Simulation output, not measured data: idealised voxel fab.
voxel self aligned vias: a process module
The cross-section shown here is cut; it is 260 nm wide and divided into square cells measuring 5 nm on a side.
Cross-section = grid of square cells, listed top down in bands; band = one or more rows. Band: top and bottom heights (nm) first, top before bottom; then materials from left to right, widths in nm. "all across" marks a sole material filling the band edge to edge. "blank" denotes empty space. For the purposes of this specification, 0 denotes the height below which the wafer in its as-received condition is composed wholly of one material, and the lowermost band, lacking a lower limit, extends downward without end, as expressed in "0 down". Think of "30->40" as a width that walks from the first number to the second as you go down the band, top row to bottom row, taking equal-sized steps from row to row. "nothing altered" after a step means that no cell of the cross-section changed. "Closed void list" - sealed voids, min. 8 cells, no opening to top; format: width x height at distance (distance from left edge; nm throughout). Step line, after settings: the simulator's comment on this step. overlay nm, on a step with a mask: how far to the right of its planned place the mask lay; to the left if negative.

### The steps planned for the process are as follows
1) RECEIVE: material Si
2) CONFORMAL_DEP: material SiO2, thk nm 15
3) CONFORMAL_DEP: material SiCN, thk nm 5
4) DIRECTIONAL_DEP: material SiO2, thk nm 20
5) DIRECTIONAL_DEP: material aC, thk nm 10
6) PATTERN: tone open, mask id LINES, material resist, width nm 30, pitch nm 60, thk nm 25, overlay nm 0
7) DIRECTIONAL_ETCH: etch materials aC, depth nm 10
8) STRIP: etch materials resist
9) DIRECTIONAL_ETCH: etch materials SiO2, depth nm 20
10) STRIP: etch materials aC
11) CONFORMAL_DEP: material TiN, thk nm 5
12) FILL_DEP: material Ru, thk nm 5
13) CMP: height nm 40
14) SELECTIVE_ETCH: etch materials W Ru TiN, depth nm 5
15) FILL_DEP: material SiN, thk nm 10
16) CMP: height nm 40
17) DIRECTIONAL_DEP: material SiO2, thk nm 15
18) MASKED_ETCH: tone open, mask id VIAS, width nm 40, pitch nm 120, etch materials SiO2, depth nm 15, overlay nm 0
19) MASKED_ETCH: tone open, mask id VIAS, width nm 40, pitch nm 120, etch materials SiN, depth nm 5, overlay nm 0
20) CONFORMAL_DEP: material TiN, thk nm 5
21) FILL_DEP: material Ru, thk nm 10
22) CMP: height nm 55
23) CONFORMAL_DEP: material SiN, thk nm 5

### First wafer of two (run as planned)

### Here's what the wafer looked like in cross-section when it arrived - that's after step 1
    0 down = Si all across
    Closed void list: none

### After step 2, in cross-section
    15 to 0 = SiO2 all across
    Note: structure below 0 unchanged.

### After step 3, in cross-section
    20 to 15 = SiCN all across
    Note: structure below 15 unchanged.

### After step 4, in cross-section
    40 to 20 = SiO2 all across
    Note: structure below 20 unchanged.

### After step 5, in cross-section
    50 to 40 = aC all across
    Note: structure below 40 unchanged.

### After step 6, in cross-section
    75 to 50 = resist 55  blank 30  resist 30  blank 30  resist 30  blank 30  resist 55
    Note: structure below 50 unchanged.

### After step 7, in cross-section
    65 to 50 = resist 55  blank 30  resist 30  blank 30  resist 30  blank 30  resist 55
    50 to 40 = aC 55  blank 30  aC 30  blank 30  aC 30  blank 30  aC 55
    Note: structure below 40 unchanged.

### After step 8, in cross-section
    50 to 40 = aC 55  blank 30  aC 30  blank 30  aC 30  blank 30  aC 55
    Note: structure below 40 unchanged.

### After step 9, in cross-section
    50 to 40 = aC 55  blank 30  aC 30  blank 30  aC 30  blank 30  aC 55
    40 to 20 = SiO2 55  blank 30  SiO2 30  blank 30  SiO2 30  blank 30  SiO2 55
    Note: structure below 20 unchanged.

### After step 10, in cross-section
    40 to 20 = SiO2 55  blank 30  SiO2 30  blank 30  SiO2 30  blank 30  SiO2 55
    Note: structure below 20 unchanged.

### After step 11, in cross-section
    45 to 40 = TiN 60  blank 20  TiN 40  blank 20  TiN 40  blank 20  TiN 60
    40 to 25 = SiO2 55  TiN 5  blank 20  TiN 5  SiO2 30  TiN 5  blank 20  TiN 5  SiO2 30  TiN 5  blank 20  TiN 5  SiO2 55
    25 to 20 = SiO2 55  TiN 30  SiO2 30  TiN 30  SiO2 30  TiN 30  SiO2 55
    Note: structure below 20 unchanged.

### After step 12, in cross-section
    50 to 45 = Ru all across
    45 to 40 = TiN 60  Ru 20  TiN 40  Ru 20  TiN 40  Ru 20  TiN 60
    40 to 25 = SiO2 55  TiN 5  Ru 20  TiN 5  SiO2 30  TiN 5  Ru 20  TiN 5  SiO2 30  TiN 5  Ru 20  TiN 5  SiO2 55
    Note: structure below 25 unchanged.

### After step 13, in cross-section
    40 to 25 = SiO2 55  TiN 5  Ru 20  TiN 5  SiO2 30  TiN 5  Ru 20  TiN 5  SiO2 30  TiN 5  Ru 20  TiN 5  SiO2 55
    Note: structure below 25 unchanged.

### After step 14, in cross-section
    40 to 35 = SiO2 55  blank 30  SiO2 30  blank 30  SiO2 30  blank 30  SiO2 55
    Note: structure below 35 unchanged.

### After step 15, in cross-section
    50 to 40 = SiN all across
    40 to 35 = SiO2 55  SiN 30  SiO2 30  SiN 30  SiO2 30  SiN 30  SiO2 55
    Note: structure below 35 unchanged.

### After step 16, in cross-section
    40 to 35 = SiO2 55  SiN 30  SiO2 30  SiN 30  SiO2 30  SiN 30  SiO2 55
    Note: structure below 35 unchanged.

### After step 17, in cross-section
    55 to 40 = SiO2 all across
    Note: structure below 40 unchanged.

### After step 18, in cross-section
    55 to 40 = SiO2 50  blank 40  SiO2 80  blank 40  SiO2 50
    Note: structure below 40 unchanged.

### After step 19, in cross-section
    55 to 40 = SiO2 50  blank 40  SiO2 80  blank 40  SiO2 50
    40 to 35 = SiO2 55  blank 30  SiO2 30  SiN 30  SiO2 30  blank 30  SiO2 55
    Note: structure below 35 unchanged.

### After step 20, in cross-section
    60 to 55 = TiN 55  blank 30  TiN 90  blank 30  TiN 55
    55 to 45 = SiO2 50  TiN 5  blank 30  TiN 5  SiO2 80  TiN 5  blank 30  TiN 5  SiO2 50
    45 to 40 = SiO2 50  TiN 10  blank 20  TiN 10  SiO2 80  TiN 10  blank 20  TiN 10  SiO2 50
    40 to 35 = SiO2 55  TiN 30  SiO2 30  SiN 30  SiO2 30  TiN 30  SiO2 55
    Note: structure below 35 unchanged.

### After step 21, in cross-section
    70 to 60 = Ru all across
    60 to 55 = TiN 55  Ru 30  TiN 90  Ru 30  TiN 55
    55 to 45 = SiO2 50  TiN 5  Ru 30  TiN 5  SiO2 80  TiN 5  Ru 30  TiN 5  SiO2 50
    45 to 40 = SiO2 50  TiN 10  Ru 20  TiN 10  SiO2 80  TiN 10  Ru 20  TiN 10  SiO2 50
    Note: structure below 40 unchanged.

### After step 22, in cross-section
    55 to 45 = SiO2 50  TiN 5  Ru 30  TiN 5  SiO2 80  TiN 5  Ru 30  TiN 5  SiO2 50
    Note: structure below 45 unchanged.

### After step 23, in cross-section
    60 to 55 = SiN all across
    Note: structure below 55 unchanged.

### It is to be noted that the second wafer proceeded from the same initial state and according to the same plan as the first, although one mistake was committed in its execution; through step 17, inclusive, the two wafers share an identical history

### Second wafer, section view, time point: scheduled end of step 18
    55 to 40 = SiO2 50  blank 45  SiO2 75  blank 45  SiO2 45
    Note: structure below 40 unchanged.

### Second wafer, section view, time point: scheduled end of step 19
    55 to 40 = SiO2 50  blank 45  SiO2 75  blank 45  SiO2 45
    40 to 35 = SiO2 55  blank 30  SiO2 30  SiN 30  SiO2 30  blank 30  SiO2 55
    Note: structure below 35 unchanged.

### Second wafer, section view, time point: scheduled end of step 20
    60 to 55 = TiN 55  blank 35  TiN 85  blank 35  TiN 50
    55 to 45 = SiO2 50  TiN 5  blank 35  TiN 5  SiO2 75  TiN 5  blank 35  TiN 5  SiO2 45
    45 to 40 = SiO2 50  TiN 10  blank 20  TiN 15  SiO2 75  TiN 10  blank 20  TiN 15  SiO2 45
    40 to 35 = SiO2 55  TiN 30  SiO2 30  SiN 30  SiO2 30  TiN 30  SiO2 55
    Note: structure below 35 unchanged.

### Second wafer, section view, time point: scheduled end of step 21
    70 to 60 = Ru all across
    60 to 55 = TiN 55  Ru 35  TiN 85  Ru 35  TiN 50
    55 to 45 = SiO2 50  TiN 5  Ru 35  TiN 5  SiO2 75  TiN 5  Ru 35  TiN 5  SiO2 45
    45 to 40 = SiO2 50  TiN 10  Ru 20  TiN 15  SiO2 75  TiN 10  Ru 20  TiN 15  SiO2 45
    Note: structure below 40 unchanged.

### Second wafer, section view, time point: scheduled end of step 22
    55 to 45 = SiO2 50  TiN 5  Ru 35  TiN 5  SiO2 75  TiN 5  Ru 35  TiN 5  SiO2 45
    Note: structure below 45 unchanged.

### Second wafer, section view, time point: scheduled end of step 23
    60 to 55 = SiN all across
    Note: structure below 55 unchanged.
Where did the run depart from the plan? step 18 did not happen as planned, as run it was MASKED_ETCH: tone open, mask id VIAS, width nm 45, pitch nm 120, etch materials SiO2, depth nm 15, overlay nm 0
The second wafer ends with more or fewer cells of some materials than the first, per final count: Ru: 4 more; SiO2: 6 fewer; TiN: 2 more
